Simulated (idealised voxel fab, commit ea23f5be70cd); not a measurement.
The process module presented herein is designated voxel transistor to metal.
The cross-section on display is named cut; it measures 290 nm wide, and its cells are 5 nm squares.
This document writes a cross-section as a grid whose cells are square, and gives it as bands, listed from the top down; one or more rows of cells form a band. Quick guide to a band line: top height, bottom height (nm) up front; then every material left to right with its width in nm. Only one material and it's marked "throughout"? Then it fills the band edge to edge. And "empty" just means empty space. Heights from 0 (as-received wafer is one material below). Bottom band endless downward, as "top 0, no bottom". Per-row width for "30->40": begins at first number (top row of band), ends at second number (bottom row), increment between rows held constant. Reading "left unchanged" for a step: not a cell of the cross-section changed in it. "Voids lacking openings": sealed empty spaces, 8 cells or more, no open way to top, listed width x height at distance, with distance from the left edge and width, height and distance in nm. Text after the settings on a step's line: the simulator's own remark on that step. For masked steps, "overlay nm" on the step line gives how far right of plan the mask actually lay; a minus sign means it lay to the left.
### So here's the lineup of process steps we planned
step 1: op RECEIVE | material Si
step 2: op CONFORMAL_DEP | material SiO2 | thk nm 5
step 3: op CONFORMAL_DEP | material SiN | thk nm 15
step 4: op PATTERN | tone cover | mask id ACTIVE | material resist | width nm 105 | pitch nm 125 | thk nm 15 | overlay nm 0
step 5: op DIRECTIONAL_ETCH | etch materials SiN | depth nm 15
step 6: op DIRECTIONAL_ETCH | etch materials SiO2 | depth nm 5
step 7: op DIRECTIONAL_ETCH | etch materials Si | depth nm 25
step 8: op STRIP | etch materials resist
step 9: op FILL_DEP | material SiO2 | thk nm 15
step 10: op CMP | height nm 20
step 11: op SELECTIVE_ETCH | etch materials SiO2 | depth nm 5
step 12: op STRIP | etch materials SiN
step 13: op SELECTIVE_ETCH | etch materials SiO2 | depth nm 5
step 14: op OXIDIZE | depth nm 5
step 15: op DIRECTIONAL_DEP | material polySi | thk nm 30
step 16: op DIRECTIONAL_DEP | material SiCN | thk nm 15
step 17: op PATTERN | tone cover | mask id GATE | material resist | width nm 35 | pitch nm 125 | thk nm 15 | overlay nm 0
step 18: op DIRECTIONAL_ETCH | etch materials SiCN | depth nm 25
step 19: op DIRECTIONAL_ETCH | etch materials polySi | depth nm 40
step 20: op STRIP | etch materials resist
step 21: op CONFORMAL_DEP | material SiN | thk nm 5
step 22: op DIRECTIONAL_ETCH | etch materials SiN | depth nm 5
step 23: op DIRECTIONAL_ETCH | etch materials SiO2 | depth nm 5
step 24: op EPI | material pSi | thk nm 5
step 25: op FILL_DEP | material SiO2 | thk nm 10
step 26: op CMP | height nm 30
step 27: op STRIP | etch materials polySi
step 28: op SELECTIVE_ETCH | etch materials SiO2 | depth nm 5
step 29: op CONFORMAL_DEP | material HfO2 | thk nm 5
step 30: op CONFORMAL_DEP | material TiN | thk nm 5
step 31: op FILL_DEP | material W | thk nm 5
step 32: op CMP | height nm 25
step 33: op DIRECTIONAL_DEP | material SiO2 | thk nm 15
step 34: op MASKED_ETCH | tone open | mask id CONTACT | width nm 15 | etch materials SiO2 | depth nm 40 | overlay nm 0
step 35: op CONFORMAL_DEP | material TiN | thk nm 5
step 36: op FILL_DEP | material Ru | thk nm 5
step 37: op CMP | height nm 40
step 38: op CONFORMAL_DEP | material SiCN | thk nm 5
step 39: op DIRECTIONAL_DEP | material SiO2 | thk nm 25
step 40: op PATTERN | tone open | mask id METAL_1 | material resist | width nm 15 | thk nm 20 | overlay nm 0
step 41: op DIRECTIONAL_ETCH | etch materials SiO2 | depth nm 25
step 42: op DIRECTIONAL_ETCH | etch materials SiCN | depth nm 5
step 43: op STRIP | etch materials resist
step 44: op CONFORMAL_DEP | material TiN | thk nm 5
step 45: op FILL_DEP | material Ru | thk nm 10
step 46: op CMP | height nm 70
step 47: op CONFORMAL_DEP | material SiCN | thk nm 5
### Step 1 complete: cross-section of the wafer as received
  top 0, no bottom | Si throughout
  Voids lacking openings: none
### Module complete, cross-section. Starting point and plan per above. One mistake made in running the module
  top 75, bottom 70 | SiCN throughout
  top 70, bottom 65 | 35 SiCN; 15 TiN; 65 SiCN; 15 TiN; 30 SiCN; 15 TiN; 65 SiCN; 15 TiN; 35 SiCN
  top 65, bottom 40 | SiO2 throughout
  top 40, bottom 25 | 35 SiO2; 5 TiN; 5 Ru; 5 TiN; 65 SiO2; 5 TiN; 5 Ru; 5 TiN; 30 SiO2; 5 TiN; 5 Ru; 5 TiN; 65 SiO2; 5 TiN; 5 Ru; 5 TiN; 35 SiO2
  top 25, bottom 10 | 35 SiO2; 5 TiN; 5 Ru; 5 TiN; 10 SiO2; 5 SiN; 5 HfO2; 5 TiN; 15 W; 5 TiN; 5 HfO2; 5 SiN; 10 SiO2; 5 TiN; 5 Ru; 5 TiN; 30 SiO2; 5 TiN; 5 Ru; 5 TiN; 10 SiO2; 5 SiN; 5 HfO2; 5 TiN; 15 W; 5 TiN; 5 HfO2; 5 SiN; 10 SiO2; 5 TiN; 5 Ru; 5 TiN; 35 SiO2
  top 10, bottom 5 | 25 SiO2; 5 SiN; 5 SiO2; 5 TiN; 5 Ru; 5 TiN; 10 SiO2; 5 SiN; 5 HfO2; 5 TiN; 15 W; 5 TiN; 5 HfO2; 5 SiN; 10 SiO2; 5 TiN; 5 Ru; 5 TiN; 5 SiO2; 5 SiN; 10 SiO2; 5 SiN; 5 SiO2; 5 TiN; 5 Ru; 5 TiN; 10 SiO2; 5 SiN; 5 HfO2; 5 TiN; 15 W; 5 TiN; 5 HfO2; 5 SiN; 10 SiO2; 5 TiN; 5 Ru; 5 TiN; 5 SiO2; 5 SiN; 25 SiO2
  top 5, bottom 0 | 25 SiO2; 5 SiN; 5 SiO2; 15 TiN; 10 SiO2; 5 SiN; 5 HfO2; 25 TiN; 5 HfO2; 5 SiN; 10 SiO2; 15 TiN; 5 SiO2; 5 SiN; 10 SiO2; 5 SiN; 5 SiO2; 15 TiN; 10 SiO2; 5 SiN; 5 HfO2; 25 TiN; 5 HfO2; 5 SiN; 10 SiO2; 15 TiN; 5 SiO2; 5 SiN; 25 SiO2
  top 0, bottom -5 | 30 SiO2; 30 pSi; 45 HfO2; 30 pSi; 20 SiO2; 30 pSi; 45 HfO2; 30 pSi; 30 SiO2
  top -5, bottom -25 | 30 SiO2; 105 Si; 20 SiO2; 105 Si; 30 SiO2
  top -25, no bottom | Si throughout
  Voids lacking openings: none
Want to know what went wrong? note: step 38 <-> step 39, run order reversed vs plan
